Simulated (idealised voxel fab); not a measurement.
You're looking at the process module voxel self aligned contacts.
This is section cut - it's 170 nm across, gridded in 5 nm square cells.
If you're reading a cross-section in this doc, picture square cells in a grid; it comes to you as bands, top ones listed first down to the bottom, and a band can be one or more rows of cells.
Look at the band entry: it leads with the top's height and the bottom's height in nm. Then it lists the materials left to right, with a width in nm for each. The word "everywhere" on a single material says that material fills the band edge to edge. The word "empty" is empty space.
We count height from 0. Below that, the starting wafer is all one material. The lowest band never ends at the bottom but goes on down; see "0..down" for how that is written.
The width entry "30->40" should be interpreted row by row: the top row of cells in the band takes the first number, the bottom row takes the second number, and the change between adjacent rows is uniform throughout.
For the purposes of this document, the phrase "no change occurred" attached to a step denotes that no cell within the cross-section was modified by that step.
Empty spaces without an open route to the top, at least 8 cells in extent, make up the entry "Enclosed void list"; each is given as width x height at distance, where the distance is measured from the left edge, and all are in nm.
Heads up: the bit after the settings on a step's line is the simulator's remark on that step.
"overlay nm", when on a step's line for a step with a mask, measures how far to the right of its planned place the mask lay; a negative measure means to the left.
Heads up before you read on: it's before/after pairs around one process step each, after side only down to the lowest band that changed, step plus settings under the pair. Pairs can be from different runs of this module, same starting wafer, so only chain a pair onto the one above if its "Pre-step snapshot" entry says so.
### Pre-step snapshot
0..down: Si everywhere
Enclosed void list: none
### Post-Process View
0..-5: SiO2 everywhere
Below -5, the layers are the same as they were.
Enclosed void list: none
Which operation links the two cross-sections above? OXIDIZE [depth nm 5]
Pre-step snapshot: It is represented by the cross-section appearing after the step of the pair directly above.
### Post-Process View
20..0: polySi everywhere
Below 0, the layers are the same as they were.
Enclosed void list: none
Which operation links the two cross-sections above? DIRECTIONAL_DEP [material polySi] [thk nm 20]
Pre-step snapshot: It is represented by the cross-section appearing after the step of the pair directly above.
### Post-Process View
45..20: SiN everywhere
Below 20, the layers are the same as they were.
Enclosed void list: none
Which operation links the two cross-sections above? DIRECTIONAL_DEP [material SiN] [thk nm 25]
Pre-step snapshot: It is represented by the cross-section appearing after the step of the pair directly above.
### Post-Process View
60..45: aC everywhere
Below 45, the layers are the same as they were.
Enclosed void list: none
Which operation links the two cross-sections above? DIRECTIONAL_DEP [material aC] [thk nm 15]
Pre-step snapshot: It is represented by the cross-section appearing after the step of the pair directly above.
### Post-Process View
90..60: empty=30  resist=35  empty=35  resist=35  empty=35
Below 60, the layers are the same as they were.
Enclosed void list: none
Which operation links the two cross-sections above? PATTERN [tone cover] [mask id GATE] [material resist] [width nm 35] [pitch nm 70] [thk nm 30] [overlay nm 0]
Pre-step snapshot: It is represented by the cross-section appearing after the step of the pair directly above.
### Post-Process View
75..60: empty=30  resist=35  empty=35  resist=35  empty=35
60..45: empty=30  aC=35  empty=35  aC=35  empty=35
Below 45, the layers are the same as they were.
Enclosed void list: none
Which operation links the two cross-sections above? DIRECTIONAL_ETCH [etch materials aC] [depth nm 15]
Pre-step snapshot: It is represented by the cross-section appearing after the step of the pair directly above.
### Post-Process View
60..45: empty=30  aC=35  empty=35  aC=35  empty=35
Below 45, the layers are the same as they were.
Enclosed void list: none
Which operation links the two cross-sections above? STRIP [etch materials resist]
Pre-step snapshot: It is represented by the cross-section appearing after the step of the pair directly above.
### Post-Process View
60..45: empty=30  aC=35  empty=35  aC=35  empty=35
45..20: empty=30  SiN=35  empty=35  SiN=35  empty=35
Below 20, the layers are the same as they were.
Enclosed void list: none
Which operation links the two cross-sections above? DIRECTIONAL_ETCH [etch materials SiN] [depth nm 25]
Pre-step snapshot: It is represented by the cross-section appearing after the step of the pair directly above.
### Post-Process View
60..45: empty=30  aC=35  empty=35  aC=35  empty=35
45..20: empty=30  SiN=35  empty=35  SiN=35  empty=35
20..0: empty=30  polySi=35  empty=35  polySi=35  empty=35
Below 0, the layers are the same as they were.
Enclosed void list: none
Which operation links the two cross-sections above? DIRECTIONAL_ETCH [etch materials polySi] [depth nm 20]
Pre-step snapshot: It is represented by the cross-section appearing after the step of the pair directly above.
### Post-Process View
45..20: empty=30  SiN=35  empty=35  SiN=35  empty=35
Below 20, the layers are the same as they were.
Enclosed void list: none
Which operation links the two cross-sections above? STRIP [etch materials aC]
Pre-step snapshot: It is represented by the cross-section appearing after the step of the pair directly above.
### Post-Process View
55..20: empty=20  SiN=55  empty=15  SiN=55  empty=25
20..10: empty=20  SiN=10  polySi=35  SiN=10  empty=15  SiN=10  polySi=35  SiN=10  empty=25
10..0: SiN=30  polySi=35  SiN=35  polySi=35  SiN=35
Below 0, the layers are the same as they were.
Enclosed void list: none
Which operation links the two cross-sections above? CONFORMAL_DEP [material SiN] [thk nm 10]
Pre-step snapshot: It is represented by the cross-section appearing after the step of the pair directly above.
### Post-Process View
45..20: empty=20  SiN=55  empty=15  SiN=55  empty=25
20..0: empty=20  SiN=10  polySi=35  SiN=10  empty=15  SiN=10  polySi=35  SiN=10  empty=25
Below 0, the layers are the same as they were.
Enclosed void list: none
Which operation links the two cross-sections above? DIRECTIONAL_ETCH [etch materials SiN] [depth nm 10]
Pre-step snapshot: It is represented by the cross-section appearing after the step of the pair directly above.
### Post-Process View
60..45: SiO2 everywhere
45..20: SiO2=20  SiN=55  SiO2=15  SiN=55  SiO2=25
20..0: SiO2=20  SiN=10  polySi=35  SiN=10  SiO2=15  SiN=10  polySi=35  SiN=10  SiO2=25
Below 0, the layers are the same as they were.
Enclosed void list: none
Which operation links the two cross-sections above? FILL_DEP [material SiO2] [thk nm 15]
Pre-step snapshot: It is represented by the cross-section appearing after the step of the pair directly above.
### Post-Process View
50..45: SiO2 everywhere
Below 45, the layers are the same as they were.
Enclosed void list: none
Which operation links the two cross-sections above? CMP [height nm 50]
Pre-step snapshot: It is represented by the cross-section appearing after the step of the pair directly above.
### Post-Process View
70..50: resist=55  empty=55  resist=60
Below 50, the layers are the same as they were.
Enclosed void list: none
Which operation links the two cross-sections above? PATTERN [tone open] [mask id CONTACT] [material resist] [width nm 55] [thk nm 20] [overlay nm 0]
Pre-step snapshot: It is represented by the cross-section appearing after the step of the pair directly above.
### Post-Process View
70..50: resist=55  empty=55  resist=60
50..45: SiO2=55  empty=55  SiO2=60
45..20: SiO2=20  SiN=55  empty=15  SiN=55  SiO2=25
20..0: SiO2=20  SiN=10  polySi=35  SiN=10  empty=15  SiN=10  polySi=35  SiN=10  SiO2=25
0..-5: SiO2=75  empty=15  SiO2=80
Below -5, the layers are the same as they were.
Enclosed void list: none
Which operation links the two cross-sections above? DIRECTIONAL_ETCH [etch materials SiO2] [depth nm 55]
Pre-step snapshot: It is represented by the cross-section appearing after the step of the pair directly above.
### Post-Process View
50..45: SiO2=55  empty=55  SiO2=60
Below 45, the layers are the same as they were.
Enclosed void list: none
Which operation links the two cross-sections above? STRIP [etch materials resist]
Pre-step snapshot: It is represented by the cross-section appearing after the step of the pair directly above.
### Post-Process View
55..50: TiN=60  empty=45  TiN=65
50..45: SiO2=55  TiN=25  empty=5  TiN=25  SiO2=60
45..20: SiO2=20  SiN=55  TiN=5  empty=5  TiN=5  SiN=55  SiO2=25
20..0: SiO2=20  SiN=10  polySi=35  SiN=10  TiN=5  empty=5  TiN=5  SiN=10  polySi=35  SiN=10  SiO2=25
0..-5: SiO2=75  TiN=15  SiO2=80
Below -5, the layers are the same as they were.
Enclosed void list: none
Which operation links the two cross-sections above? CONFORMAL_DEP [material TiN] [thk nm 5]
Pre-step snapshot: It is represented by the cross-section appearing after the step of the pair directly above.
### Post-Process View
60..55: Ru everywhere
55..50: TiN=60  Ru=45  TiN=65
50..45: SiO2=55  TiN=25  Ru=5  TiN=25  SiO2=60
45..20: SiO2=20  SiN=55  TiN=5  Ru=5  TiN=5  SiN=55  SiO2=25
20..0: SiO2=20  SiN=10  polySi=35  SiN=10  TiN=5  Ru=5  TiN=5  SiN=10  polySi=35  SiN=10  SiO2=25
Below 0, the layers are the same as they were.
Enclosed void list: none
Which operation links the two cross-sections above? FILL_DEP [material Ru] [thk nm 5]
Pre-step snapshot: It is represented by the cross-section appearing after the step of the pair directly above.
### Post-Process View
50..45: SiO2=55  TiN=25  Ru=5  TiN=25  SiO2=60
Below 45, the layers are the same as they were.
Enclosed void list: none
Which operation links the two cross-sections above? CMP [height nm 50]
Pre-step snapshot: It is represented by the cross-section appearing after the step of the pair directly above.
### Post-Process View
55..50: SiCN everywhere
Below 50, the layers are the same as they were.
Enclosed void list: none
Which operation links the two cross-sections above? CONFORMAL_DEP [material SiCN] [thk nm 5]
### Pre-step snapshot
0..down: Si everywhere
Enclosed void list: none
### Post-Process View
20..0: polySi everywhere
Below 0, the layers are the same as they were.
Enclosed void list: none
Which operation links the two cross-sections above? DIRECTIONAL_DEP [material polySi] [thk nm 20]
Pre-step snapshot: It is represented by the cross-section appearing after the step of the pair directly above.
### Post-Process View
45..20: SiN everywhere
Below 20, the layers are the same as they were.
Enclosed void list: none
Which operation links the two cross-sections above? DIRECTIONAL_DEP [material SiN] [thk nm 25]
Pre-step snapshot: It is represented by the cross-section appearing after the step of the pair directly above.
### Post-Process View
60..45: aC everywhere
Below 45, the layers are the same as they were.
Enclosed void list: none
Which operation links the two cross-sections above? DIRECTIONAL_DEP [material aC] [thk nm 15]
Pre-step snapshot: It is represented by the cross-section appearing after the step of the pair directly above.
### Post-Process View
90..60: empty=30  resist=35  empty=35  resist=35  empty=35
Below 60, the layers are the same as they were.
Enclosed void list: none
Which operation links the two cross-sections above? PATTERN [tone cover] [mask id GATE] [material resist] [width nm 35] [pitch nm 70] [thk nm 30] [overlay nm 0]
Pre-step snapshot: It is represented by the cross-section appearing after the step of the pair directly above.
### Post-Process View
75..60: empty=30  resist=35  empty=35  resist=35  empty=35
60..45: empty=30  aC=35  empty=35  aC=35  empty=35
Below 45, the layers are the same as they were.
Enclosed void list: none
Which operation links the two cross-sections above? DIRECTIONAL_ETCH [etch materials aC] [depth nm 15]
Pre-step snapshot: It is represented by the cross-section appearing after the step of the pair directly above.
### Post-Process View
60..45: empty=30  aC=35  empty=35  aC=35  empty=35
Below 45, the layers are the same as they were.
Enclosed void list: none
Which operation links the two cross-sections above? STRIP [etch materials resist]
Pre-step snapshot: It is represented by the cross-section appearing after the step of the pair directly above.
### Post-Process View
60..45: empty=30  aC=35  empty=35  aC=35  empty=35
45..20: empty=30  SiN=35  empty=35  SiN=35  empty=35
Below 20, the layers are the same as they were.
Enclosed void list: none
Which operation links the two cross-sections above? DIRECTIONAL_ETCH [etch materials SiN] [depth nm 25]
Pre-step snapshot: It is represented by the cross-section appearing after the step of the pair directly above.
### Post-Process View
60..45: empty=30  aC=35  empty=35  aC=35  empty=35
45..20: empty=30  SiN=35  empty=35  SiN=35  empty=35
20..0: empty=30  polySi=35  empty=35  polySi=35  empty=35
Below 0, the layers are the same as they were.
Enclosed void list: none
Which operation links the two cross-sections above? DIRECTIONAL_ETCH [etch materials polySi] [depth nm 20]
Pre-step snapshot: It is represented by the cross-section appearing after the step of the pair directly above.
### Post-Process View
45..20: empty=30  SiN=35  empty=35  SiN=35  empty=35
Below 20, the layers are the same as they were.
Enclosed void list: none
Which operation links the two cross-sections above? STRIP [etch materials aC]
Pre-step snapshot: It is represented by the cross-section appearing after the step of the pair directly above.
### Post-Process View
55..20: empty=20  SiN=55  empty=15  SiN=55  empty=25
20..10: empty=20  SiN=10  polySi=35  SiN=10  empty=15  SiN=10  polySi=35  SiN=10  empty=25
10..0: SiN=30  polySi=35  SiN=35  polySi=35  SiN=35
Below 0, the layers are the same as they were.
Enclosed void list: none
Which operation links the two cross-sections above? CONFORMAL_DEP [material SiN] [thk nm 10]
Pre-step snapshot: It is represented by the cross-section appearing after the step of the pair directly above.
### Post-Process View
45..20: empty=20  SiN=55  empty=15  SiN=55  empty=25
20..0: empty=20  SiN=10  polySi=35  SiN=10  empty=15  SiN=10  polySi=35  SiN=10  empty=25
Below 0, the layers are the same as they were.
Enclosed void list: none
Which operation links the two cross-sections above? DIRECTIONAL_ETCH [etch materials SiN] [depth nm 10]
Pre-step snapshot: It is represented by the cross-section appearing after the step of the pair directly above.
### Post-Process View
60..45: SiO2 everywhere
45..20: SiO2=20  SiN=55  SiO2=15  SiN=55  SiO2=25
20..0: SiO2=20  SiN=10  polySi=35  SiN=10  SiO2=15  SiN=10  polySi=35  SiN=10  SiO2=25
Below 0, the layers are the same as they were.
Enclosed void list: none
Which operation links the two cross-sections above? FILL_DEP [material SiO2] [thk nm 15]
Pre-step snapshot: It is represented by the cross-section appearing after the step of the pair directly above.
### Post-Process View
50..45: SiO2 everywhere
Below 45, the layers are the same as they were.
Enclosed void list: none
Which operation links the two cross-sections above? CMP [height nm 50]
Pre-step snapshot: It is represented by the cross-section appearing after the step of the pair directly above.
### Post-Process View
70..50: resist=55  empty=55  resist=60
Below 50, the layers are the same as they were.
Enclosed void list: none
Which operation links the two cross-sections above? PATTERN [tone open] [mask id CONTACT] [material resist] [width nm 55] [thk nm 20] [overlay nm 0]
Pre-step snapshot: It is represented by the cross-section appearing after the step of the pair directly above.
### Post-Process View
70..50: resist=55  empty=55  resist=60
50..45: SiO2=55  empty=55  SiO2=60
45..20: SiO2=20  SiN=55  empty=15  SiN=55  SiO2=25
20..0: SiO2=20  SiN=10  polySi=35  SiN=10  empty=15  SiN=10  polySi=35  SiN=10  SiO2=25
Below 0, the layers are the same as they were.
Enclosed void list: none
Which operation links the two cross-sections above? DIRECTIONAL_ETCH [etch materials SiO2] [depth nm 55]
Pre-step snapshot: It is represented by the cross-section appearing after the step of the pair directly above.
### Post-Process View
50..45: SiO2=55  empty=55  SiO2=60
Below 45, the layers are the same as they were.
Enclosed void list: none
Which operation links the two cross-sections above? STRIP [etch materials resist]
Pre-step snapshot: It is represented by the cross-section appearing after the step of the pair directly above.
### Post-Process View
55..50: TiN=60  empty=45  TiN=65
50..45: SiO2=55  TiN=25  empty=5  TiN=25  SiO2=60
45..20: SiO2=20  SiN=55  TiN=5  empty=5  TiN=5  SiN=55  SiO2=25
20..5: SiO2=20  SiN=10  polySi=35  SiN=10  TiN=5  empty=5  TiN=5  SiN=10  polySi=35  SiN=10  SiO2=25
5..0: SiO2=20  SiN=10  polySi=35  SiN=10  TiN=15  SiN=10  polySi=35  SiN=10  SiO2=25
Below 0, the layers are the same as they were.
Enclosed void list: none
Which operation links the two cross-sections above? CONFORMAL_DEP [material TiN] [thk nm 5]
Pre-step snapshot: It is represented by the cross-section appearing after the step of the pair directly above.
### Post-Process View
60..55: Ru everywhere
55..50: TiN=60  Ru=45  TiN=65
50..45: SiO2=55  TiN=25  Ru=5  TiN=25  SiO2=60
45..20: SiO2=20  SiN=55  TiN=5  Ru=5  TiN=5  SiN=55  SiO2=25
20..5: SiO2=20  SiN=10  polySi=35  SiN=10  TiN=5  Ru=5  TiN=5  SiN=10  polySi=35  SiN=10  SiO2=25
Below 5, the layers are the same as they were.
Enclosed void list: none
Which operation links the two cross-sections above? FILL_DEP [material Ru] [thk nm 5]
Pre-step snapshot: It is represented by the cross-section appearing after the step of the pair directly above.
### Post-Process View
50..45: SiO2=55  TiN=25  Ru=5  TiN=25  SiO2=60
Below 45, the layers are the same as they were.
Enclosed void list: none
Which operation links the two cross-sections above? CMP [height nm 50]
Pre-step snapshot: It is represented by the cross-section appearing after the step of the pair directly above.
### Post-Process View
55..50: SiCN everywhere
Below 50, the layers are the same as they were.
Enclosed void list: none
Which operation links the two cross-sections above? CONFORMAL_DEP [material SiCN] [thk nm 5]
### Pre-step snapshot
20..0: polySi everywhere
0..-5: SiO2 everywhere
-5..down: Si everywhere
Enclosed void list: none
### Post-Process View
40..0: polySi everywhere
Below 0, the layers are the same as they were.
Enclosed void list: none
Which operation links the two cross-sections above? DIRECTIONAL_DEP [material polySi] [thk nm 20]
Pre-step snapshot: It is represented by the cross-section appearing after the step of the pair directly above.
### Post-Process View
65..40: SiN everywhere
Below 40, the layers are the same as they were.
Enclosed void list: none
Which operation links the two cross-sections above? DIRECTIONAL_DEP [material SiN] [thk nm 25]
Pre-step snapshot: It is represented by the cross-section appearing after the step of the pair directly above.
### Post-Process View
80..65: aC everywhere
Below 65, the layers are the same as they were.
Enclosed void list: none
Which operation links the two cross-sections above? DIRECTIONAL_DEP [material aC] [thk nm 15]
Pre-step snapshot: It is represented by the cross-section appearing after the step of the pair directly above.
### Post-Process View
110..80: empty=30  resist=35  empty=35  resist=35  empty=35
Below 80, the layers are the same as they were.
Enclosed void list: none
Which operation links the two cross-sections above? PATTERN [tone cover] [mask id GATE] [material resist] [width nm 35] [pitch nm 70] [thk nm 30] [overlay nm 0]
Pre-step snapshot: It is represented by the cross-section appearing after the step of the pair directly above.
### Post-Process View
95..80: empty=30  resist=35  empty=35  resist=35  empty=35
80..65: empty=30  aC=35  empty=35  aC=35  empty=35
Below 65, the layers are the same as they were.
Enclosed void list: none
Which operation links the two cross-sections above? DIRECTIONAL_ETCH [etch materials aC] [depth nm 15]
Pre-step snapshot: It is represented by the cross-section appearing after the step of the pair directly above.
### Post-Process View
80..65: empty=30  aC=35  empty=35  aC=35  empty=35
Below 65, the layers are the same as they were.
Enclosed void list: none
Which operation links the two cross-sections above? STRIP [etch materials resist]
Pre-step snapshot: It is represented by the cross-section appearing after the step of the pair directly above.
### Post-Process View
80..65: empty=30  aC=35  empty=35  aC=35  empty=35
65..40: empty=30  SiN=35  empty=35  SiN=35  empty=35
Below 40, the layers are the same as they were.
Enclosed void list: none
Which operation links the two cross-sections above? DIRECTIONAL_ETCH [etch materials SiN] [depth nm 25]
Pre-step snapshot: It is represented by the cross-section appearing after the step of the pair directly above.
### Post-Process View
80..65: empty=30  aC=35  empty=35  aC=35  empty=35
65..40: empty=30  SiN=35  empty=35  SiN=35  empty=35
40..20: empty=30  polySi=35  empty=35  polySi=35  empty=35
Below 20, the layers are the same as they were.
Enclosed void list: none
Which operation links the two cross-sections above? DIRECTIONAL_ETCH [etch materials polySi] [depth nm 20]
Pre-step snapshot: It is represented by the cross-section appearing after the step of the pair directly above.
### Post-Process View
65..40: empty=30  SiN=35  empty=35  SiN=35  empty=35
Below 40, the layers are the same as they were.
Enclosed void list: none
Which operation links the two cross-sections above? STRIP [etch materials aC]
Pre-step snapshot: It is represented by the cross-section appearing after the step of the pair directly above.
### Post-Process View
75..40: empty=20  SiN=55  empty=15  SiN=55  empty=25
40..30: empty=20  SiN=10  polySi=35  SiN=10  empty=15  SiN=10  polySi=35  SiN=10  empty=25
30..20: SiN=30  polySi=35  SiN=35  polySi=35  SiN=35
Below 20, the layers are the same as they were.
Enclosed void list: none
Which operation links the two cross-sections above? CONFORMAL_DEP [material SiN] [thk nm 10]
Pre-step snapshot: It is represented by the cross-section appearing after the step of the pair directly above.
### Post-Process View
65..40: empty=20  SiN=55  empty=15  SiN=55  empty=25
40..20: empty=20  SiN=10  polySi=35  SiN=10  empty=15  SiN=10  polySi=35  SiN=10  empty=25
Below 20, the layers are the same as they were.
Enclosed void list: none
Which operation links the two cross-sections above? DIRECTIONAL_ETCH [etch materials SiN] [depth nm 10]
Pre-step snapshot: It is represented by the cross-section appearing after the step of the pair directly above.
### Post-Process View
80..65: SiO2 everywhere
65..40: SiO2=20  SiN=55  SiO2=15  SiN=55  SiO2=25
40..20: SiO2=20  SiN=10  polySi=35  SiN=10  SiO2=15  SiN=10  polySi=35  SiN=10  SiO2=25
Below 20, the layers are the same as they were.
Enclosed void list: none
Which operation links the two cross-sections above? FILL_DEP [material SiO2] [thk nm 15]
Pre-step snapshot: It is represented by the cross-section appearing after the step of the pair directly above.
### Post-Process View
50..40: SiO2=20  SiN=55  SiO2=15  SiN=55  SiO2=25
Below 40, the layers are the same as they were.
Enclosed void list: none
Which operation links the two cross-sections above? CMP [height nm 50]
Pre-step snapshot: It is represented by the cross-section appearing after the step of the pair directly above.
### Post-Process View
70..50: resist=55  empty=55  resist=60
Below 50, the layers are the same as they were.
Enclosed void list: none
Which operation links the two cross-sections above? PATTERN [tone open] [mask id CONTACT] [material resist] [width nm 55] [thk nm 20] [overlay nm 0]
Pre-step snapshot: It is represented by the cross-section appearing after the step of the pair directly above.
### Post-Process View
70..50: resist=55  empty=55  resist=60
50..40: SiO2=20  SiN=55  empty=15  SiN=55  SiO2=25
40..20: SiO2=20  SiN=10  polySi=35  SiN=10  empty=15  SiN=10  polySi=35  SiN=10  SiO2=25
Below 20, the layers are the same as they were.
Enclosed void list: none
Which operation links the two cross-sections above? DIRECTIONAL_ETCH [etch materials SiO2] [depth nm 55]
Pre-step snapshot: It is represented by the cross-section appearing after the step of the pair directly above.
### Post-Process View
50..40: SiO2=20  SiN=55  empty=15  SiN=55  SiO2=25
Below 40, the layers are the same as they were.
Enclosed void list: none
Which operation links the two cross-sections above? STRIP [etch materials resist]
Pre-step snapshot: It is represented by the cross-section appearing after the step of the pair directly above.
### Post-Process View
55..50: TiN=80  empty=5  TiN=85
50..40: SiO2=20  SiN=55  TiN=5  empty=5  TiN=5  SiN=55  SiO2=25
40..25: SiO2=20  SiN=10  polySi=35  SiN=10  TiN=5  empty=5  TiN=5  SiN=10  polySi=35  SiN=10  SiO2=25
25..20: SiO2=20  SiN=10  polySi=35  SiN=10  TiN=15  SiN=10  polySi=35  SiN=10  SiO2=25
Below 20, the layers are the same as they were.
Enclosed void list: none
Which operation links the two cross-sections above? CONFORMAL_DEP [material TiN] [thk nm 5]
Pre-step snapshot: It is represented by the cross-section appearing after the step of the pair directly above.
### Post-Process View
60..55: Ru everywhere
55..50: TiN=80  Ru=5  TiN=85
50..40: SiO2=20  SiN=55  TiN=5  Ru=5  TiN=5  SiN=55  SiO2=25
40..25: SiO2=20  SiN=10  polySi=35  SiN=10  TiN=5  Ru=5  TiN=5  SiN=10  polySi=35  SiN=10  SiO2=25
Below 25, the layers are the same as they were.
Enclosed void list: none
Which operation links the two cross-sections above? FILL_DEP [material Ru] [thk nm 5]
Pre-step snapshot: It is represented by the cross-section appearing after the step of the pair directly above.
### Post-Process View
50..40: SiO2=20  SiN=55  TiN=5  Ru=5  TiN=5  SiN=55  SiO2=25
Below 40, the layers are the same as they were.
Enclosed void list: none
Which operation links the two cross-sections above? CMP [height nm 50]
Pre-step snapshot: It is represented by the cross-section appearing after the step of the pair directly above.
### Post-Process View
55..50: SiCN everywhere
Below 50, the layers are the same as they were.
Enclosed void list: none
Which operation links the two cross-sections above? CONFORMAL_DEP [material SiCN] [thk nm 5]
### Pre-step snapshot
45..20: empty=30  SiN=35  empty=35  SiN=35  empty=35
20..0: empty=30  polySi=35  empty=35  polySi=35  empty=35
0..-5: SiO2 everywhere
-5..down: Si everywhere
Enclosed void list: none
### Post-Process View
35..20: empty=30  SiN=35  empty=35  SiN=35  empty=35
Below 20, the layers are the same as they were.
Enclosed void list: none
Which operation links the two cross-sections above? DIRECTIONAL_ETCH [etch materials SiN] [depth nm 10]
Pre-step snapshot: It is represented by the cross-section appearing after the step of the pair directly above.
### Post-Process View
45..20: empty=20  SiN=55  empty=15  SiN=55  empty=25
20..10: empty=20  SiN=10  polySi=35  SiN=10  empty=15  SiN=10  polySi=35  SiN=10  empty=25
10..0: SiN=30  polySi=35  SiN=35  polySi=35  SiN=35
Below 0, the layers are the same as they were.
Enclosed void list: none
Which operation links the two cross-sections above? CONFORMAL_DEP [material SiN] [thk nm 10]
Pre-step snapshot: It is represented by the cross-section appearing after the step of the pair directly above.
### Post-Process View
60..45: SiO2 everywhere
45..20: SiO2=20  SiN=55  SiO2=15  SiN=55  SiO2=25
20..10: SiO2=20  SiN=10  polySi=35  SiN=10  SiO2=15  SiN=10  polySi=35  SiN=10  SiO2=25
Below 10, the layers are the same as they were.
Enclosed void list: none
Which operation links the two cross-sections above? FILL_DEP [material SiO2] [thk nm 15]
Pre-step snapshot: It is represented by the cross-section appearing after the step of the pair directly above.
### Post-Process View
50..45: SiO2 everywhere
Below 45, the layers are the same as they were.
Enclosed void list: none
Which operation links the two cross-sections above? CMP [height nm 50]
Pre-step snapshot: It is represented by the cross-section appearing after the step of the pair directly above.
### Post-Process View
70..50: resist=55  empty=55  resist=60
Below 50, the layers are the same as they were.
Enclosed void list: none
Which operation links the two cross-sections above? PATTERN [tone open] [mask id CONTACT] [material resist] [width nm 55] [thk nm 20] [overlay nm 0]
Pre-step snapshot: It is represented by the cross-section appearing after the step of the pair directly above.
### Post-Process View
70..50: resist=55  empty=55  resist=60
50..45: SiO2=55  empty=55  SiO2=60
45..20: SiO2=20  SiN=55  empty=15  SiN=55  SiO2=25
20..10: SiO2=20  SiN=10  polySi=35  SiN=10  empty=15  SiN=10  polySi=35  SiN=10  SiO2=25
Below 10, the layers are the same as they were.
Enclosed void list: none
Which operation links the two cross-sections above? DIRECTIONAL_ETCH [etch materials SiO2] [depth nm 55]
Pre-step snapshot: It is represented by the cross-section appearing after the step of the pair directly above.
### Post-Process View
50..45: SiO2=55  empty=55  SiO2=60
Below 45, the layers are the same as they were.
Enclosed void list: none
Which operation links the two cross-sections above? STRIP [etch materials resist]
Pre-step snapshot: It is represented by the cross-section appearing after the step of the pair directly above.
### Post-Process View
55..50: TiN=60  empty=45  TiN=65
50..45: SiO2=55  TiN=25  empty=5  TiN=25  SiO2=60
45..20: SiO2=20  SiN=55  TiN=5  empty=5  TiN=5  SiN=55  SiO2=25
20..15: SiO2=20  SiN=10  polySi=35  SiN=10  TiN=5  empty=5  TiN=5  SiN=10  polySi=35  SiN=10  SiO2=25
15..10: SiO2=20  SiN=10  polySi=35  SiN=10  TiN=15  SiN=10  polySi=35  SiN=10  SiO2=25
Below 10, the layers are the same as they were.
Enclosed void list: none
Which operation links the two cross-sections above? CONFORMAL_DEP [material TiN] [thk nm 5]
Pre-step snapshot: It is represented by the cross-section appearing after the step of the pair directly above.
### Post-Process View
60..55: Ru everywhere
55..50: TiN=60  Ru=45  TiN=65
50..45: SiO2=55  TiN=25  Ru=5  TiN=25  SiO2=60
45..20: SiO2=20  SiN=55  TiN=5  Ru=5  TiN=5  SiN=55  SiO2=25
20..15: SiO2=20  SiN=10  polySi=35  SiN=10  TiN=5  Ru=5  TiN=5  SiN=10  polySi=35  SiN=10  SiO2=25
Below 15, the layers are the same as they were.
Enclosed void list: none
Which operation links the two cross-sections above? FILL_DEP [material Ru] [thk nm 5]
Pre-step snapshot: It is represented by the cross-section appearing after the step of the pair directly above.
### Post-Process View
50..45: SiO2=55  TiN=25  Ru=5  TiN=25  SiO2=60
Below 45, the layers are the same as they were.
Enclosed void list: none
Which operation links the two cross-sections above? CMP [height nm 50]
Pre-step snapshot: It is represented by the cross-section appearing after the step of the pair directly above.
### Post-Process View
55..50: SiCN everywhere
Below 50, the layers are the same as they were.
Enclosed void list: none
Which operation links the two cross-sections above? CONFORMAL_DEP [material SiCN] [thk nm 5]
### Pre-step snapshot
0..down: Si everywhere
Enclosed void list: none
### Post-Process View
0..-10: SiO2 everywhere
Below -10, the layers are the same as they were.
Enclosed void list: none
Which operation links the two cross-sections above? OXIDIZE [depth nm 10]
Pre-step snapshot: It is represented by the cross-section appearing after the step of the pair directly above.
### Post-Process View
20..0: polySi everywhere
Below 0, the layers are the same as they were.
Enclosed void list: none
Which operation links the two cross-sections above? DIRECTIONAL_DEP [material polySi] [thk nm 20]
Pre-step snapshot: It is represented by the cross-section appearing after the step of the pair directly above.
### Post-Process View
45..20: SiN everywhere
Below 20, the layers are the same as they were.
Enclosed void list: none
Which operation links the two cross-sections above? DIRECTIONAL_DEP [material SiN] [thk nm 25]
Pre-step snapshot: It is represented by the cross-section appearing after the step of the pair directly above.
### Post-Process View
60..45: aC everywhere
Below 45, the layers are the same as they were.
Enclosed void list: none
Which operation links the two cross-sections above? DIRECTIONAL_DEP [material aC] [thk nm 15]
Pre-step snapshot: It is represented by the cross-section appearing after the step of the pair directly above.
### Post-Process View
90..60: empty=30  resist=35  empty=35  resist=35  empty=35
Below 60, the layers are the same as they were.
Enclosed void list: none
Which operation links the two cross-sections above? PATTERN [tone cover] [mask id GATE] [material resist] [width nm 35] [pitch nm 70] [thk nm 30] [overlay nm 0]
Pre-step snapshot: It is represented by the cross-section appearing after the step of the pair directly above.
### Post-Process View
75..60: empty=30  resist=35  empty=35  resist=35  empty=35
60..45: empty=30  aC=35  empty=35  aC=35  empty=35
Below 45, the layers are the same as they were.
Enclosed void list: none
Which operation links the two cross-sections above? DIRECTIONAL_ETCH [etch materials aC] [depth nm 15]
Pre-step snapshot: It is represented by the cross-section appearing after the step of the pair directly above.
### Post-Process View
60..45: empty=30  aC=35  empty=35  aC=35  empty=35
Below 45, the layers are the same as they were.
Enclosed void list: none
Which operation links the two cross-sections above? STRIP [etch materials resist]
Pre-step snapshot: It is represented by the cross-section appearing after the step of the pair directly above.
### Post-Process View
60..45: empty=30  aC=35  empty=35  aC=35  empty=35
45..20: empty=30  SiN=35  empty=35  SiN=35  empty=35
Below 20, the layers are the same as they were.
Enclosed void list: none
Which operation links the two cross-sections above? DIRECTIONAL_ETCH [etch materials SiN] [depth nm 25]
Pre-step snapshot: It is represented by the cross-section appearing after the step of the pair directly above.
### Post-Process View
60..45: empty=30  aC=35  empty=35  aC=35  empty=35
45..20: empty=30  SiN=35  empty=35  SiN=35  empty=35
20..0: empty=30  polySi=35  empty=35  polySi=35  empty=35
Below 0, the layers are the same as they were.
Enclosed void list: none
Which operation links the two cross-sections above? DIRECTIONAL_ETCH [etch materials polySi] [depth nm 20]
Pre-step snapshot: It is represented by the cross-section appearing after the step of the pair directly above.
### Post-Process View
45..20: empty=30  SiN=35  empty=35  SiN=35  empty=35
Below 20, the layers are the same as they were.
Enclosed void list: none
Which operation links the two cross-sections above? STRIP [etch materials aC]
Pre-step snapshot: It is represented by the cross-section appearing after the step of the pair directly above.
### Post-Process View
55..20: empty=20  SiN=55  empty=15  SiN=55  empty=25
20..10: empty=20  SiN=10  polySi=35  SiN=10  empty=15  SiN=10  polySi=35  SiN=10  empty=25
10..0: SiN=30  polySi=35  SiN=35  polySi=35  SiN=35
Below 0, the layers are the same as they were.
Enclosed void list: none
Which operation links the two cross-sections above? CONFORMAL_DEP [material SiN] [thk nm 10]
Pre-step snapshot: It is represented by the cross-section appearing after the step of the pair directly above.
### Post-Process View
45..20: empty=20  SiN=55  empty=15  SiN=55  empty=25
20..0: empty=20  SiN=10  polySi=35  SiN=10  empty=15  SiN=10  polySi=35  SiN=10  empty=25
Below 0, the layers are the same as they were.
Enclosed void list: none
Which operation links the two cross-sections above? DIRECTIONAL_ETCH [etch materials SiN] [depth nm 10]
